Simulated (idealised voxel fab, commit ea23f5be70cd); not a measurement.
process module | voxel lift off
cross-section cut | 270 nm wide | cells 5 nm
A cross-section is a grid of square cells, given in bands from the top down. A band is one or more rows of cells.
Each band's line starts with the height of the band's top and of its bottom, in nm. Then come its materials from left to right, each with its width in nm. One material with "throughout" fills the band from edge to edge. "air" is empty space.
Height 0 is the level under which the wafer as received is all one material. The lowest band goes on downwards, as in "0 down".
A width such as "30 to 40" changes by the same amount from each row of cells to the next, from the band's top row to its bottom row.
"no change" after a step means that no cell of the cross-section changed.
closed voids: empty space of 8 cells or more with no open way to the top, each as width x height at its distance from the left edge, in nm
after a step's settings: what the simulator itself notes on the step
overlay nm, on a step with a mask: how far to the right of its planned place the mask lay; to the left if negative
plan
1 op RECEIVE | material Si
2 op CONFORMAL_DEP | material SiN | thk nm 5
3 op PATTERN | tone open | mask id LINES | material resist | width nm 15 | pitch nm 45 | thk nm 20 | overlay nm 0
4 op DIRECTIONAL_DEP | material Ru | thk nm 10
5 op STRIP | etch materials resist
6 op CONFORMAL_DEP | material SiCN | thk nm 10
varied across the wafers: width nm of step 3. The plan shows the first wafer's value. All wafers start alike
first wafer as received, after step 1
  0 down: Si throughout
  closed voids: none
each wafer at the end: cells of each material gained (+) or lost (-) since it was received, then its closed voids
width nm 15 | +24 Ru | +140 SiCN | +54 SiN | closed voids: none
width nm 20 | +32 Ru | +140 SiCN | +54 SiN | closed voids: none
width nm 25 | +40 Ru | +140 SiCN | +54 SiN | closed voids: none
width nm 30 | +48 Ru | +134 SiCN | +54 SiN | closed voids: none
